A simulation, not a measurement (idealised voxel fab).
The following process module bears the name voxel self aligned contacts.
290 nm wide, 5 nm square cells: that's cross-section cut.
Cross-section format: a grid of square cells, given as bands from top to bottom; each band is one or more rows of cells.
Top height, bottom height, nm. Materials left to right, width each, nm. Single material + "edge to edge" = fills band edge to edge. "air" = empty.
Beneath 0, the wafer as received is one material, and that level is where height counting begins. The lowest band goes on downward without a bottom; it is written like "from 0 down".
The width entry "30..40" should be interpreted row by row: the top row of cells in the band takes the first number, the bottom row takes the second number, and the change between adjacent rows is uniform throughout.
Given "remained the same" for a step, no cell of the cross-section differs between before and after that step.
Basically, "Voids, fully enclosed" tells you about the enclosed voids: empty spaces with no open way to the top, 8 cells or bigger, each written width x height at distance, where distance is from the left edge, all in nm.
Formally, on a step line, whatever follows the settings is a remark that the simulator itself makes on the step.
For masked steps, "overlay nm" on the step line gives how far right of plan the mask actually lay; a minus sign means it lay to the left.
**Planned step list for the process**
step 1: RECEIVE | material Si
step 2: CONFORMAL_DEP | material SiO2 | thk nm 5
step 3: DIRECTIONAL_DEP | material polySi | thk nm 25
step 4: DIRECTIONAL_DEP | material SiN | thk nm 20
step 5: DIRECTIONAL_DEP | material aC | thk nm 15
step 6: PATTERN | tone cover | mask id GATE | material resist | width nm 30 | pitch nm 75 | thk nm 30 | overlay nm 0
step 7: DIRECTIONAL_ETCH | etch materials aC | depth nm 15
step 8: STRIP | etch materials resist
step 9: DIRECTIONAL_ETCH | etch materials SiN | depth nm 20
step 10: DIRECTIONAL_ETCH | etch materials polySi | depth nm 25
step 11: STRIP | etch materials aC
step 12: CONFORMAL_DEP | material SiN | thk nm 10
step 13: DIRECTIONAL_ETCH | etch materials SiN | depth nm 10
step 14: FILL_DEP | material SiO2 | thk nm 10
step 15: CMP | height nm 55
step 16: MASKED_ETCH | tone open | mask id CONTACT | width nm 55 | pitch nm 75 | etch materials SiO2 | depth nm 55 | overlay nm 0
step 17: CONFORMAL_DEP | material TiN | thk nm 5
step 18: FILL_DEP | material W | thk nm 5
step 19: CMP | height nm 55
step 20: CONFORMAL_DEP | material SiN | thk nm 5
**The first of a set of two wafers, run to plan**
**Cross-section of the incoming wafer, state after step 1**
* from 0 down | Si edge to edge
* Voids, fully enclosed: none
**After step 2: wafer cross-section**
* from 5 to 0 | SiO2 edge to edge
* Unchanged below 0.
**After step 3: wafer cross-section**
* from 30 to 5 | polySi edge to edge
* Unchanged below 5.
**After step 4: wafer cross-section**
* from 50 to 30 | SiN edge to edge
* Unchanged below 30.
**After step 5: wafer cross-section**
* from 65 to 50 | aC edge to edge
* Unchanged below 50.
**After step 6: wafer cross-section**
* from 95 to 65 | air (55) / resist (30) / air (45) / resist (30) / air (45) / resist (30) / air (55)
* Unchanged below 65.
**After step 7: wafer cross-section**
* from 80 to 65 | air (55) / resist (30) / air (45) / resist (30) / air (45) / resist (30) / air (55)
* from 65 to 50 | air (55) / aC (30) / air (45) / aC (30) / air (45) / aC (30) / air (55)
* Unchanged below 50.
**After step 8: wafer cross-section**
* from 65 to 50 | air (55) / aC (30) / air (45) / aC (30) / air (45) / aC (30) / air (55)
* Unchanged below 50.
**After step 9: wafer cross-section**
* from 65 to 50 | air (55) / aC (30) / air (45) / aC (30) / air (45) / aC (30) / air (55)
* from 50 to 30 | air (55) / SiN (30) / air (45) / SiN (30) / air (45) / SiN (30) / air (55)
* Unchanged below 30.
**After step 10: wafer cross-section**
* from 65 to 50 | air (55) / aC (30) / air (45) / aC (30) / air (45) / aC (30) / air (55)
* from 50 to 30 | air (55) / SiN (30) / air (45) / SiN (30) / air (45) / SiN (30) / air (55)
* from 30 to 5 | air (55) / polySi (30) / air (45) / polySi (30) / air (45) / polySi (30) / air (55)
* Unchanged below 5.
**After step 11: wafer cross-section**
* from 50 to 30 | air (55) / SiN (30) / air (45) / SiN (30) / air (45) / SiN (30) / air (55)
* Unchanged below 30.
**After step 12: wafer cross-section**
* from 60 to 30 | air (45) / SiN (50) / air (25) / SiN (50) / air (25) / SiN (50) / air (45)
* from 30 to 15 | air (45) / SiN (10) / polySi (30) / SiN (10) / air (25) / SiN (10) / polySi (30) / SiN (10) / air (25) / SiN (10) / polySi (30) / SiN (10) / air (45)
* from 15 to 5 | SiN (55) / polySi (30) / SiN (45) / polySi (30) / SiN (45) / polySi (30) / SiN (55)
* Unchanged below 5.
**After step 13: wafer cross-section**
* from 50 to 30 | air (45) / SiN (50) / air (25) / SiN (50) / air (25) / SiN (50) / air (45)
* from 30 to 5 | air (45) / SiN (10) / polySi (30) / SiN (10) / air (25) / SiN (10) / polySi (30) / SiN (10) / air (25) / SiN (10) / polySi (30) / SiN (10) / air (45)
* Unchanged below 5.
**After step 14: wafer cross-section**
* from 60 to 50 | SiO2 edge to edge
* from 50 to 30 | SiO2 (45) / SiN (50) / SiO2 (25) / SiN (50) / SiO2 (25) / SiN (50) / SiO2 (45)
* from 30 to 5 | SiO2 (45) / SiN (10) / polySi (30) / SiN (10) / SiO2 (25) / SiN (10) / polySi (30) / SiN (10) / SiO2 (25) / SiN (10) / polySi (30) / SiN (10) / SiO2 (45)
* Unchanged below 5.
**After step 15: wafer cross-section**
* from 55 to 50 | SiO2 edge to edge
* Unchanged below 50.
**After step 16: wafer cross-section**
* from 55 to 50 | SiO2 (80) / air (55) / SiO2 (20) / air (55) / SiO2 (80)
* from 50 to 30 | SiO2 (45) / SiN (50) / air (25) / SiN (50) / air (25) / SiN (50) / SiO2 (45)
* from 30 to 5 | SiO2 (45) / SiN (10) / polySi (30) / SiN (10) / air (25) / SiN (10) / polySi (30) / SiN (10) / air (25) / SiN (10) / polySi (30) / SiN (10) / SiO2 (45)
* from 5 to 0 | SiO2 (95) / air (25) / SiO2 (50) / air (25) / SiO2 (95)
* Unchanged below 0.
**After step 17: wafer cross-section**
* from 60 to 55 | TiN (85) / air (45) / TiN (30) / air (45) / TiN (85)
* from 55 to 50 | SiO2 (80) / TiN (20) / air (15) / TiN (20) / SiO2 (20) / TiN (20) / air (15) / TiN (20) / SiO2 (80)
* from 50 to 30 | SiO2 (45) / SiN (50) / TiN (5) / air (15) / TiN (5) / SiN (50) / TiN (5) / air (15) / TiN (5) / SiN (50) / SiO2 (45)
* from 30 to 5 | SiO2 (45) / SiN (10) / polySi (30) / SiN (10) / TiN (5) / air (15) / TiN (5) / SiN (10) / polySi (30) / SiN (10) / TiN (5) / air (15) / TiN (5) / SiN (10) / polySi (30) / SiN (10) / SiO2 (45)
* from 5 to 0 | SiO2 (95) / TiN (25) / SiO2 (50) / TiN (25) / SiO2 (95)
* Unchanged below 0.
**After step 18: wafer cross-section**
* from 65 to 60 | W edge to edge
* from 60 to 55 | TiN (85) / W (45) / TiN (30) / W (45) / TiN (85)
* from 55 to 50 | SiO2 (80) / TiN (20) / W (15) / TiN (20) / SiO2 (20) / TiN (20) / W (15) / TiN (20) / SiO2 (80)
* from 50 to 30 | SiO2 (45) / SiN (50) / TiN (5) / W (15) / TiN (5) / SiN (50) / TiN (5) / W (15) / TiN (5) / SiN (50) / SiO2 (45)
* from 30 to 5 | SiO2 (45) / SiN (10) / polySi (30) / SiN (10) / TiN (5) / W (15) / TiN (5) / SiN (10) / polySi (30) / SiN (10) / TiN (5) / W (15) / TiN (5) / SiN (10) / polySi (30) / SiN (10) / SiO2 (45)
* Unchanged below 5.
**After step 19: wafer cross-section**
* from 55 to 50 | SiO2 (80) / TiN (20) / W (15) / TiN (20) / SiO2 (20) / TiN (20) / W (15) / TiN (20) / SiO2 (80)
* Unchanged below 50.
**After step 20: wafer cross-section**
* from 60 to 55 | SiN edge to edge
* Unchanged below 55.
**The second wafer: identical to the first at the outset and in its planned sequence, differing only in that one mistake was made during processing; up to and including step 1, its path is the first wafer's path**
**Cross-section of the second wafer at the time step 2 of the plan should have ended**
* from 5 to 0 | polySi edge to edge
* Unchanged below 0.
**Cross-section of the second wafer at the time step 3 of the plan should have ended**
* from 30 to 0 | polySi edge to edge
* Unchanged below 0.
**Cross-section of the second wafer at the time step 4 of the plan should have ended**
* from 50 to 30 | SiN edge to edge
* Unchanged below 30.
**Cross-section of the second wafer at the time step 5 of the plan should have ended**
* from 65 to 50 | aC edge to edge
* Unchanged below 50.
**Cross-section of the second wafer at the time step 6 of the plan should have ended**
* from 95 to 65 | air (55) / resist (30) / air (45) / resist (30) / air (45) / resist (30) / air (55)
* Unchanged below 65.
**Cross-section of the second wafer at the time step 7 of the plan should have ended**
* from 80 to 65 | air (55) / resist (30) / air (45) / resist (30) / air (45) / resist (30) / air (55)
* from 65 to 50 | air (55) / aC (30) / air (45) / aC (30) / air (45) / aC (30) / air (55)
* Unchanged below 50.
**Cross-section of the second wafer at the time step 8 of the plan should have ended**
* from 65 to 50 | air (55) / aC (30) / air (45) / aC (30) / air (45) / aC (30) / air (55)
* Unchanged below 50.
**Cross-section of the second wafer at the time step 9 of the plan should have ended**
* from 65 to 50 | air (55) / aC (30) / air (45) / aC (30) / air (45) / aC (30) / air (55)
* from 50 to 30 | air (55) / SiN (30) / air (45) / SiN (30) / air (45) / SiN (30) / air (55)
* Unchanged below 30.
**Cross-section of the second wafer at the time step 10 of the plan should have ended**
* from 65 to 50 | air (55) / aC (30) / air (45) / aC (30) / air (45) / aC (30) / air (55)
* from 50 to 30 | air (55) / SiN (30) / air (45) / SiN (30) / air (45) / SiN (30) / air (55)
* from 30 to 5 | air (55) / polySi (30) / air (45) / polySi (30) / air (45) / polySi (30) / air (55)
* Unchanged below 5.
**Cross-section of the second wafer at the time step 11 of the plan should have ended**
* from 50 to 30 | air (55) / SiN (30) / air (45) / SiN (30) / air (45) / SiN (30) / air (55)
* Unchanged below 30.
**Cross-section of the second wafer at the time step 12 of the plan should have ended**
* from 60 to 30 | air (45) / SiN (50) / air (25) / SiN (50) / air (25) / SiN (50) / air (45)
* from 30 to 15 | air (45) / SiN (10) / polySi (30) / SiN (10) / air (25) / SiN (10) / polySi (30) / SiN (10) / air (25) / SiN (10) / polySi (30) / SiN (10) / air (45)
* from 15 to 5 | SiN (55) / polySi (30) / SiN (45) / polySi (30) / SiN (45) / polySi (30) / SiN (55)
* Unchanged below 5.
**Cross-section of the second wafer at the time step 13 of the plan should have ended**
* from 50 to 30 | air (45) / SiN (50) / air (25) / SiN (50) / air (25) / SiN (50) / air (45)
* from 30 to 5 | air (45) / SiN (10) / polySi (30) / SiN (10) / air (25) / SiN (10) / polySi (30) / SiN (10) / air (25) / SiN (10) / polySi (30) / SiN (10) / air (45)
* Unchanged below 5.
**Cross-section of the second wafer at the time step 14 of the plan should have ended**
* from 60 to 50 | SiO2 edge to edge
* from 50 to 30 | SiO2 (45) / SiN (50) / SiO2 (25) / SiN (50) / SiO2 (25) / SiN (50) / SiO2 (45)
* from 30 to 5 | SiO2 (45) / SiN (10) / polySi (30) / SiN (10) / SiO2 (25) / SiN (10) / polySi (30) / SiN (10) / SiO2 (25) / SiN (10) / polySi (30) / SiN (10) / SiO2 (45)
* Unchanged below 5.
**Cross-section of the second wafer at the time step 15 of the plan should have ended**
* from 55 to 50 | SiO2 edge to edge
* Unchanged below 50.
**Cross-section of the second wafer at the time step 16 of the plan should have ended**
* from 55 to 50 | SiO2 (80) / air (55) / SiO2 (20) / air (55) / SiO2 (80)
* from 50 to 30 | SiO2 (45) / SiN (50) / air (25) / SiN (50) / air (25) / SiN (50) / SiO2 (45)
* from 30 to 5 | SiO2 (45) / SiN (10) / polySi (30) / SiN (10) / air (25) / SiN (10) / polySi (30) / SiN (10) / air (25) / SiN (10) / polySi (30) / SiN (10) / SiO2 (45)
* Unchanged below 5.
**Cross-section of the second wafer at the time step 17 of the plan should have ended**
* from 60 to 55 | TiN (85) / air (45) / TiN (30) / air (45) / TiN (85)
* from 55 to 50 | SiO2 (80) / TiN (20) / air (15) / TiN (20) / SiO2 (20) / TiN (20) / air (15) / TiN (20) / SiO2 (80)
* from 50 to 30 | SiO2 (45) / SiN (50) / TiN (5) / air (15) / TiN (5) / SiN (50) / TiN (5) / air (15) / TiN (5) / SiN (50) / SiO2 (45)
* from 30 to 10 | SiO2 (45) / SiN (10) / polySi (30) / SiN (10) / TiN (5) / air (15) / TiN (5) / SiN (10) / polySi (30) / SiN (10) / TiN (5) / air (15) / TiN (5) / SiN (10) / polySi (30) / SiN (10) / SiO2 (45)
* from 10 to 5 | SiO2 (45) / SiN (10) / polySi (30) / SiN (10) / TiN (25) / SiN (10) / polySi (30) / SiN (10) / TiN (25) / SiN (10) / polySi (30) / SiN (10) / SiO2 (45)
* Unchanged below 5.
**Cross-section of the second wafer at the time step 18 of the plan should have ended**
* from 65 to 60 | W edge to edge
* from 60 to 55 | TiN (85) / W (45) / TiN (30) / W (45) / TiN (85)
* from 55 to 50 | SiO2 (80) / TiN (20) / W (15) / TiN (20) / SiO2 (20) / TiN (20) / W (15) / TiN (20) / SiO2 (80)
* from 50 to 30 | SiO2 (45) / SiN (50) / TiN (5) / W (15) / TiN (5) / SiN (50) / TiN (5) / W (15) / TiN (5) / SiN (50) / SiO2 (45)
* from 30 to 10 | SiO2 (45) / SiN (10) / polySi (30) / SiN (10) / TiN (5) / W (15) / TiN (5) / SiN (10) / polySi (30) / SiN (10) / TiN (5) / W (15) / TiN (5) / SiN (10) / polySi (30) / SiN (10) / SiO2 (45)
* Unchanged below 10.
**Cross-section of the second wafer at the time step 19 of the plan should have ended**
* from 55 to 50 | SiO2 (80) / TiN (20) / W (15) / TiN (20) / SiO2 (20) / TiN (20) / W (15) / TiN (20) / SiO2 (80)
* Unchanged below 50.
**Cross-section of the second wafer at the time step 20 of the plan should have ended**
* from 60 to 55 | SiN edge to edge
* Unchanged below 55.
Against the plan, the run slipped here: for step 2, the planned setting was not used; the step was instead run as CONFORMAL_DEP | material polySi | thk nm 5
End of process, cell counts, second wafer against first, materials with more or fewer: SiO2: 48 fewer, TiN: 4 fewer, W: 6 fewer, polySi: 58 more
